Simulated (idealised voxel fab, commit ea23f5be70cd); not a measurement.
process module | voxel transistor to metal
cross-section cut | 295 nm wide | cells 5 nm
A cross-section is a grid of square cells, given in bands from the top down. A band is one or more rows of cells.
Each band's line starts with the height of the band's top and of its bottom, in nm. Then come its materials from left to right, each with its width in nm. One material with "throughout" fills the band from edge to edge. "air" is empty space.
Height 0 is the level under which the wafer as received is all one material. The lowest band goes on downwards, as in "0 down".
A width such as "30 to 40" changes by the same amount from each row of cells to the next, from the band's top row to its bottom row.
"no change" after a step means that no cell of the cross-section changed.
closed voids: empty space of 8 cells or more with no open way to the top, each as width x height at its distance from the left edge, in nm
after a step's settings: what the simulator itself notes on the step
overlay nm, on a step with a mask: how far to the right of its planned place the mask lay; to the left if negative
plan
1 op RECEIVE | material Si
2 op CONFORMAL_DEP | material SiO2 | thk nm 5
3 op CONFORMAL_DEP | material SiN | thk nm 10
4 op PATTERN | tone cover | mask id ACTIVE | material resist | width nm 110 | pitch nm 140 | thk nm 20 | overlay nm 0
5 op DIRECTIONAL_ETCH | etch materials SiN | depth nm 10
6 op DIRECTIONAL_ETCH | etch materials SiO2 | depth nm 5
7 op DIRECTIONAL_ETCH | etch materials Si | depth nm 35
8 op STRIP | etch materials resist
9 op FILL_DEP | material SiO2 | thk nm 10
10 op CMP | height nm 15
11 op SELECTIVE_ETCH | etch materials SiO2 | depth nm 5
12 op STRIP | etch materials SiN
13 op SELECTIVE_ETCH | etch materials SiO2 | depth nm 5
14 op OXIDIZE | depth nm 5
15 op DIRECTIONAL_DEP | material polySi | thk nm 25
16 op DIRECTIONAL_DEP | material SiCN | thk nm 15
17 op PATTERN | tone cover | mask id GATE | material resist | width nm 30 | pitch nm 140 | thk nm 20 | overlay nm 0
18 op DIRECTIONAL_ETCH | etch materials SiCN | depth nm 25
19 op DIRECTIONAL_ETCH | etch materials polySi | depth nm 35
20 op STRIP | etch materials resist
21 op CONFORMAL_DEP | material SiO2 | thk nm 5
22 op DIRECTIONAL_ETCH | etch materials SiO2 | depth nm 5
23 op CONFORMAL_DEP | material SiN | thk nm 10
24 op DIRECTIONAL_ETCH | etch materials SiN | depth nm 10
25 op DIRECTIONAL_ETCH | etch materials SiO2 | depth nm 5
26 op DIRECTIONAL_ETCH | etch materials Si | depth nm 10
27 op EPI | material nSi | thk nm 10
28 op FILL_DEP | material SiO2 | thk nm 10
29 op CMP | height nm 25
30 op STRIP | etch materials polySi
31 op SELECTIVE_ETCH | etch materials SiO2 | depth nm 5
32 op CONFORMAL_DEP | material HfO2 | thk nm 5
33 op CONFORMAL_DEP | material TiN | thk nm 5
34 op FILL_DEP | material W | thk nm 10
35 op CMP | height nm 20
36 op DIRECTIONAL_DEP | material SiO2 | thk nm 15
37 op PATTERN | tone open | mask id CONTACT | material resist | width nm 15 | thk nm 15 | overlay nm 0
38 op DIRECTIONAL_ETCH | etch materials SiO2 | depth nm 30
39 op STRIP | etch materials resist
40 op CONFORMAL_DEP | material TiN | thk nm 5
41 op FILL_DEP | material W | thk nm 5
42 op CMP | height nm 35
43 op DIRECTIONAL_DEP | material TiN | thk nm 5
44 op DIRECTIONAL_DEP | material W | thk nm 20
45 op DIRECTIONAL_DEP | material aC | thk nm 10
46 op PATTERN | tone cover | mask id METAL_1 | material resist | width nm 15 | thk nm 25 | overlay nm 0
47 op DIRECTIONAL_ETCH | etch materials aC | depth nm 10
48 op STRIP | etch materials resist
49 op DIRECTIONAL_ETCH | etch materials W | depth nm 20
50 op DIRECTIONAL_ETCH | etch materials TiN | depth nm 5
51 op STRIP | etch materials aC
52 op FILL_DEP | material lowk | thk nm 10
53 op CMP | height nm 60
54 op CONFORMAL_DEP | material SiCN | thk nm 5
55 op DIRECTIONAL_DEP | material lowk | thk nm 35
56 op MASKED_ETCH | tone open | mask id METAL_2 | width nm 15 | pitch nm 140 | etch materials lowk | depth nm 20 | overlay nm 0
57 op PATTERN | tone open | mask id METAL_2_HOLES | material resist | width nm 15 | pitch nm 140 | thk nm 20 | overlay nm 0
58 op DIRECTIONAL_ETCH | etch materials lowk | depth nm 15
59 op DIRECTIONAL_ETCH | etch materials SiCN | depth nm 5
60 op STRIP | etch materials resist
61 op CONFORMAL_DEP | material TiN | thk nm 5
62 op FILL_DEP | material Ru | thk nm 5
63 op CMP | height nm 100
64 op CONFORMAL_DEP | material SiCN | thk nm 5
as received, after step 1
  0 down: Si throughout
  closed voids: none
first wafer at the end, as planned
  105 to 100: SiCN throughout
  100 to 65: lowk 25 | TiN 5 | Ru 5 | TiN 5 | lowk 125 | TiN 5 | Ru 5 | TiN 5 | lowk 115
  65 to 60: SiCN 25 | TiN 15 | SiCN 125 | TiN 15 | SiCN 115
  60 to 40: lowk 25 | W 15 | lowk 70 | W 15 | lowk 40 | W 15 | lowk 70 | W 15 | lowk 30
  40 to 35: lowk 25 | TiN 15 | lowk 70 | TiN 15 | lowk 40 | TiN 15 | lowk 70 | TiN 15 | lowk 30
  35 to 20: SiO2 25 | TiN 5 | W 5 | TiN 5 | SiO2 70 | TiN 5 | W 5 | TiN 5 | SiO2 40 | TiN 5 | W 5 | TiN 5 | SiO2 70 | TiN 5 | W 5 | TiN 5 | SiO2 30
  20 to 10: SiO2 25 | TiN 5 | W 5 | TiN 5 | SiO2 5 | SiN 10 | HfO2 5 | TiN 5 | W 20 | TiN 5 | HfO2 5 | SiN 10 | SiO2 5 | TiN 5 | W 5 | TiN 5 | SiO2 40 | TiN 5 | W 5 | TiN 5 | SiO2 5 | SiN 10 | HfO2 5 | TiN 5 | W 20 | TiN 5 | HfO2 5 | SiN 10 | SiO2 5 | TiN 5 | W 5 | TiN 5 | SiO2 30
  10 to 5: SiO2 25 | TiN 15 | SiO2 5 | SiN 10 | HfO2 5 | TiN 5 | W 20 | TiN 5 | HfO2 5 | SiN 10 | SiO2 5 | TiN 15 | SiO2 40 | TiN 15 | SiO2 5 | SiN 10 | HfO2 5 | TiN 5 | W 20 | TiN 5 | HfO2 5 | SiN 10 | SiO2 5 | TiN 15 | SiO2 30
  5 to 0: SiO2 20 | SiN 10 | nSi 15 | SiN 10 | HfO2 5 | TiN 30 | HfO2 5 | SiN 10 | nSi 15 | SiN 10 | SiO2 30 | SiN 10 | nSi 15 | SiN 10 | HfO2 5 | TiN 30 | HfO2 5 | SiN 10 | nSi 15 | SiN 10 | SiO2 25
  0 to -5: SiO2 30 | nSi 15 | SiO2 10 | HfO2 40 | SiO2 10 | nSi 15 | SiO2 50 | nSi 15 | SiO2 10 | HfO2 40 | SiO2 10 | nSi 15 | SiO2 35
  -5 to -15: SiO2 20 | Si 10 | nSi 15 | Si 60 | nSi 15 | Si 10 | SiO2 30 | Si 10 | nSi 15 | Si 60 | nSi 15 | Si 10 | SiO2 25
  -15 to -35: SiO2 20 | Si 110 | SiO2 30 | Si 110 | SiO2 25
  -35 down: Si throughout
  closed voids: none
second wafer at the end: like start, like plan, one mistake
  105 to 100: SiCN throughout
  100 to 65: lowk 25 | TiN 5 | Ru 5 | TiN 5 | lowk 125 | TiN 5 | Ru 5 | TiN 5 | lowk 115
  65 to 60: SiCN 25 | TiN 15 | SiCN 125 | TiN 15 | SiCN 115
  60 to 40: lowk 25 | W 15 | lowk 70 | W 15 | lowk 40 | W 15 | lowk 70 | W 15 | lowk 30
  40 to 35: lowk 25 | TiN 15 | lowk 70 | TiN 15 | lowk 40 | TiN 15 | lowk 70 | TiN 15 | lowk 30
  35 to 20: SiO2 25 | TiN 5 | W 5 | TiN 5 | SiO2 70 | TiN 5 | W 5 | TiN 5 | SiO2 40 | TiN 5 | W 5 | TiN 5 | SiO2 70 | TiN 5 | W 5 | TiN 5 | SiO2 30
  20 to 10: SiO2 25 | TiN 5 | W 5 | TiN 5 | SiO2 5 | SiN 10 | HfO2 5 | TiN 5 | W 20 | TiN 5 | HfO2 5 | SiN 10 | SiO2 5 | TiN 5 | W 5 | TiN 5 | SiO2 40 | TiN 5 | W 5 | TiN 5 | SiO2 5 | SiN 10 | HfO2 5 | TiN 5 | W 20 | TiN 5 | HfO2 5 | SiN 10 | SiO2 5 | TiN 5 | W 5 | TiN 5 | SiO2 30
  10 to 5: SiO2 25 | TiN 15 | SiO2 5 | SiN 10 | HfO2 5 | TiN 5 | W 20 | TiN 5 | HfO2 5 | SiN 10 | SiO2 5 | TiN 15 | SiO2 40 | TiN 15 | SiO2 5 | SiN 10 | HfO2 5 | TiN 5 | W 20 | TiN 5 | HfO2 5 | SiN 10 | SiO2 5 | TiN 15 | SiO2 30
  5 to 0: SiO2 15 | SiN 10 | SiO2 10 | nSi 10 | SiN 10 | HfO2 5 | TiN 30 | HfO2 5 | SiN 10 | nSi 10 | SiO2 10 | SiN 10 | SiO2 20 | SiN 10 | SiO2 10 | nSi 10 | SiN 10 | HfO2 5 | TiN 30 | HfO2 5 | SiN 10 | nSi 10 | SiO2 10 | SiN 10 | SiO2 20
  0 to -5: SiO2 25 | nSi 20 | SiO2 10 | HfO2 40 | SiO2 10 | nSi 20 | SiO2 40 | nSi 20 | SiO2 10 | HfO2 40 | SiO2 10 | nSi 20 | SiO2 30
  -5 to -10: SiO2 25 | nSi 20 | Si 60 | nSi 20 | SiO2 40 | nSi 20 | Si 60 | nSi 20 | SiO2 30
  -10 to -15: SiO2 20 | Si 5 | nSi 20 | Si 60 | nSi 20 | Si 5 | SiO2 30 | Si 5 | nSi 20 | Si 60 | nSi 20 | Si 5 | SiO2 25
  -15 to -35: SiO2 20 | Si 110 | SiO2 30 | Si 110 | SiO2 25
  -35 down: Si throughout
  closed voids: none
what went wrong: steps 11 and 12 were swapped
at the end the second wafer has, in cells: 12 fewer of Si | 4 more of SiO2 | 8 more of nSi
